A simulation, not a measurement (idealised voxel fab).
Process module, titled voxel capacitor over wiring
For reference, the cross-section in this document is cut, with width 295 nm and square cells of 5 nm.
Notation: cross-section as square-cell grid; stated in bands, top first, going down; one or more cell rows per band.
This entry defines a band. It first specifies the height of the band's top and the height of its bottom in nm, and then specifies the band's materials from left to right, stating each material with its width in nm. The word "throughout" identifies a single material that fills the band from edge to edge, while the word "blank" identifies empty space.
Measure heights from 0. That's the level where, below it, the as-received wafer is all one material. The lowest band is bottomless and extends downward; write it as in "0..down".
The width entry "30->40" should be interpreted row by row: the top row of cells in the band takes the first number, the bottom row takes the second number, and the change between adjacent rows is uniform throughout.
The designation "no alterations made", where it is given for a processing step, indicates that no cell of the cross-section was altered in the course of that step.
Listed in "Closed voids list": every empty space of 8 or more cells without an open way to the top. Form: width x height at distance, the distance being from the left edge, all in nm.
Post-settings text on a step line: simulator's own remark regarding the step.
"overlay nm" denotes, for a step that has a mask, the displacement of the mask to the right of its planned place, with negative values corresponding to the left.
Steps in the process plan:
1 RECEIVE [material Si]
2 CONFORMAL_DEP [material SiO2] [thk nm 15]
3 CONFORMAL_DEP [material SiCN] [thk nm 5]
4 DIRECTIONAL_DEP [material lowk] [thk nm 15]
5 DIRECTIONAL_DEP [material aC] [thk nm 10]
6 PATTERN [tone open] [mask id METAL_1] [material resist] [width nm 20] [pitch nm 85] [thk nm 30] [overlay nm 0]
7 DIRECTIONAL_ETCH [etch materials aC] [depth nm 10]
8 STRIP [etch materials resist]
9 DIRECTIONAL_ETCH [etch materials lowk] [depth nm 15]
10 DIRECTIONAL_ETCH [etch materials SiCN] [depth nm 5]
11 STRIP [etch materials aC]
12 CONFORMAL_DEP [material TiN] [thk nm 5]
13 FILL_DEP [material Cu] [thk nm 10]
14 CMP [height nm 35]
15 CONFORMAL_DEP [material SiCN] [thk nm 5]
16 DIRECTIONAL_DEP [material SiO2] [thk nm 20]
17 PATTERN [tone open] [mask id PLUG_1] [material resist] [width nm 15] [thk nm 20] [overlay nm 0]
18 DIRECTIONAL_ETCH [etch materials SiO2] [depth nm 20]
19 DIRECTIONAL_ETCH [etch materials SiCN] [depth nm 5]
20 STRIP [etch materials resist]
21 EPI [material Ru] [thk nm 10]
22 EPI [material Ru] [thk nm 10]
23 EPI [material Ru] [thk nm 5]
24 DIRECTIONAL_DEP [material TiN] [thk nm 5]
25 DIRECTIONAL_DEP [material HfO2] [thk nm 5]
26 DIRECTIONAL_DEP [material TiN] [thk nm 5]
27 DIRECTIONAL_DEP [material aC] [thk nm 15]
28 PATTERN [tone cover] [mask id UPPER_PLATE] [material resist] [width nm 70] [thk nm 35] [overlay nm 0]
29 DIRECTIONAL_ETCH [etch materials aC] [depth nm 15]
30 STRIP [etch materials resist]
31 DIRECTIONAL_ETCH [etch materials TiN] [depth nm 5]
32 DIRECTIONAL_ETCH [etch materials HfO2] [depth nm 5]
33 STRIP [etch materials aC]
34 DIRECTIONAL_DEP [material aC] [thk nm 15]
35 PATTERN [tone cover] [mask id LOWER_PLATE] [material resist] [width nm 80] [thk nm 35] [overlay nm 0]
36 DIRECTIONAL_ETCH [etch materials aC] [depth nm 15]
37 STRIP [etch materials resist]
38 DIRECTIONAL_ETCH [etch materials TiN] [depth nm 5]
39 STRIP [etch materials aC]
40 FILL_DEP [material SiO2] [thk nm 20]
41 CMP [height nm 90]
42 DIRECTIONAL_DEP [material aC] [thk nm 15]
43 PATTERN [tone open] [mask id PLUG_2] [material resist] [width nm 15] [thk nm 35] [overlay nm 0]
44 DIRECTIONAL_ETCH [etch materials aC] [depth nm 15]
45 STRIP [etch materials resist]
46 DIRECTIONAL_ETCH [etch materials SiO2] [depth nm 15]
47 STRIP [etch materials aC]
48 CONFORMAL_DEP [material TiN] [thk nm 5]
49 FILL_DEP [material Cu] [thk nm 10]
50 CMP [height nm 90]
51 CONFORMAL_DEP [material SiCN] [thk nm 5]
The first of two wafers, run as planned:
Here's what the wafer looked like in cross-section when it arrived - that's after step 1:
0..down  Si throughout
Closed voids list: none
After step 2, in cross-section:
15..0  SiO2 throughout
Below 0, no change.
After step 3, in cross-section:
20..15  SiCN throughout
Below 15, no change.
After step 4, in cross-section:
35..20  lowk throughout
Below 20, no change.
After step 5, in cross-section:
45..35  aC throughout
Below 35, no change.
After step 6, in cross-section:
75..45  resist=95, then blank=20, then resist=65, then blank=20, then resist=95
Below 45, no change.
After step 7, in cross-section:
65..45  resist=95, then blank=20, then resist=65, then blank=20, then resist=95
45..35  aC=95, then blank=20, then aC=65, then blank=20, then aC=95
Below 35, no change.
After step 8, in cross-section:
45..35  aC=95, then blank=20, then aC=65, then blank=20, then aC=95
Below 35, no change.
After step 9, in cross-section:
45..35  aC=95, then blank=20, then aC=65, then blank=20, then aC=95
35..20  lowk=95, then blank=20, then lowk=65, then blank=20, then lowk=95
Below 20, no change.
After step 10, in cross-section:
45..35  aC=95, then blank=20, then aC=65, then blank=20, then aC=95
35..20  lowk=95, then blank=20, then lowk=65, then blank=20, then lowk=95
20..15  SiCN=95, then blank=20, then SiCN=65, then blank=20, then SiCN=95
Below 15, no change.
After step 11, in cross-section:
35..20  lowk=95, then blank=20, then lowk=65, then blank=20, then lowk=95
Below 20, no change.
After step 12, in cross-section:
40..35  TiN=100, then blank=10, then TiN=75, then blank=10, then TiN=100
35..20  lowk=95, then TiN=5, then blank=10, then TiN=5, then lowk=65, then TiN=5, then blank=10, then TiN=5, then lowk=95
20..15  SiCN=95, then TiN=20, then SiCN=65, then TiN=20, then SiCN=95
Below 15, no change.
After step 13, in cross-section:
50..40  Cu throughout
40..35  TiN=100, then Cu=10, then TiN=75, then Cu=10, then TiN=100
35..20  lowk=95, then TiN=5, then Cu=10, then TiN=5, then lowk=65, then TiN=5, then Cu=10, then TiN=5, then lowk=95
Below 20, no change.
After step 14, in cross-section:
35..20  lowk=95, then TiN=5, then Cu=10, then TiN=5, then lowk=65, then TiN=5, then Cu=10, then TiN=5, then lowk=95
Below 20, no change.
After step 15, in cross-section:
40..35  SiCN throughout
Below 35, no change.
After step 16, in cross-section:
60..40  SiO2 throughout
Below 40, no change.
After step 17, in cross-section:
80..60  resist=100, then blank=15, then resist=180
Below 60, no change.
After step 18, in cross-section:
80..60  resist=100, then blank=15, then resist=180
60..40  SiO2=100, then blank=15, then SiO2=180
Below 40, no change.
After step 19, in cross-section:
80..60  resist=100, then blank=15, then resist=180
60..40  SiO2=100, then blank=15, then SiO2=180
40..35  SiCN=100, then blank=15, then SiCN=180
Below 35, no change.
After step 20, in cross-section:
60..40  SiO2=100, then blank=15, then SiO2=180
Below 40, no change.
After step 21, in cross-section:
60..45  SiO2=100, then blank=15, then SiO2=180
45..40  SiO2=100, then Ru=15, then SiO2=180
40..35  SiCN=100, then Ru=15, then SiCN=180
Below 35, no change.
After step 22, in cross-section:
60..55  SiO2=100, then blank=15, then SiO2=180
55..40  SiO2=100, then Ru=15, then SiO2=180
Below 40, no change.
After step 23, in cross-section:
60..40  SiO2=100, then Ru=15, then SiO2=180
Below 40, no change.
After step 24, in cross-section:
65..60  TiN throughout
Below 60, no change.
After step 25, in cross-section:
70..65  HfO2 throughout
Below 65, no change.
After step 26, in cross-section:
75..70  TiN throughout
Below 70, no change.
After step 27, in cross-section:
90..75  aC throughout
Below 75, no change.
After step 28, in cross-section:
125..90  blank=100, then resist=70, then blank=125
Below 90, no change.
After step 29, in cross-section:
110..90  blank=100, then resist=70, then blank=125
90..75  blank=100, then aC=70, then blank=125
Below 75, no change.
After step 30, in cross-section:
90..75  blank=100, then aC=70, then blank=125
Below 75, no change.
After step 31, in cross-section:
90..75  blank=100, then aC=70, then blank=125
75..70  blank=100, then TiN=70, then blank=125
Below 70, no change.
After step 32, in cross-section:
90..75  blank=100, then aC=70, then blank=125
75..70  blank=100, then TiN=70, then blank=125
70..65  blank=100, then HfO2=70, then blank=125
Below 65, no change.
After step 33, in cross-section:
75..70  blank=100, then TiN=70, then blank=125
Below 70, no change.
After step 34, in cross-section:
90..80  blank=100, then aC=70, then blank=125
80..75  aC throughout
75..70  aC=100, then TiN=70, then aC=125
70..65  aC=100, then HfO2=70, then aC=125
Below 65, no change.
After step 35, in cross-section:
125..90  blank=95, then resist=80, then blank=120
90..80  blank=95, then resist=5, then aC=70, then resist=5, then blank=120
Below 80, no change.
After step 36, in cross-section:
110..90  blank=95, then resist=80, then blank=120
90..80  blank=95, then resist=5, then aC=70, then resist=5, then blank=120
80..75  blank=95, then aC=80, then blank=120
75..70  blank=95, then aC=5, then TiN=70, then aC=5, then blank=120
70..65  blank=95, then aC=5, then HfO2=70, then aC=5, then blank=120
Below 65, no change.
After step 37, in cross-section:
90..80  blank=100, then aC=70, then blank=125
Below 80, no change.
After step 38, in cross-section:
90..80  blank=100, then aC=70, then blank=125
80..75  blank=95, then aC=80, then blank=120
75..70  blank=95, then aC=5, then TiN=70, then aC=5, then blank=120
70..65  blank=95, then aC=5, then HfO2=70, then aC=5, then blank=120
65..60  blank=95, then TiN=80, then blank=120
Below 60, no change.
After step 39, in cross-section:
75..70  blank=100, then TiN=70, then blank=125
70..65  blank=100, then HfO2=70, then blank=125
Below 65, no change.
After step 40, in cross-section:
95..75  SiO2 throughout
75..70  SiO2=100, then TiN=70, then SiO2=125
70..65  SiO2=100, then HfO2=70, then SiO2=125
65..60  SiO2=95, then TiN=80, then SiO2=120
Below 60, no change.
After step 41, in cross-section:
90..75  SiO2 throughout
Below 75, no change.
After step 42, in cross-section:
105..90  aC throughout
Below 90, no change.
After step 43, in cross-section:
140..105  resist=110, then blank=15, then resist=170
Below 105, no change.
After step 44, in cross-section:
125..105  resist=110, then blank=15, then resist=170
105..90  aC=110, then blank=15, then aC=170
Below 90, no change.
After step 45, in cross-section:
105..90  aC=110, then blank=15, then aC=170
Below 90, no change.
After step 46, in cross-section:
105..90  aC=110, then blank=15, then aC=170
90..75  SiO2=110, then blank=15, then SiO2=170
Below 75, no change.
After step 47, in cross-section:
90..75  SiO2=110, then blank=15, then SiO2=170
Below 75, no change.
After step 48, in cross-section:
95..90  TiN=115, then blank=5, then TiN=175
90..80  SiO2=110, then TiN=5, then blank=5, then TiN=5, then SiO2=170
80..70  SiO2=110->100, then TiN=15->70, then SiO2=170->125
Below 70, no change.
After step 49, in cross-section:
105..95  Cu throughout
95..90  TiN=115, then Cu=5, then TiN=175
90..80  SiO2=110, then TiN=5, then Cu=5, then TiN=5, then SiO2=170
Below 80, no change.
After step 50, in cross-section:
90..80  SiO2=110, then TiN=5, then Cu=5, then TiN=5, then SiO2=170
Below 80, no change.
After step 51, in cross-section:
95..90  SiCN throughout
Below 90, no change.
Notes, second wafer: start = first wafer's, plan = first wafer's, execution had one mistake; history identical to first through step 49:
Second wafer cross-section, taken as of the time the plan sets for step 50 to be done: no alterations made
Second wafer cross-section, taken as of the time the plan sets for step 51 to be done:
110..105  SiCN throughout
Below 105, no change.
Misprocessing identified: step 50 in the plan did not get run; it was skipped
Heads up, by the end the second wafer has more or fewer cells of some materials compared to the first: 119 more of Cu; 58 more of TiN
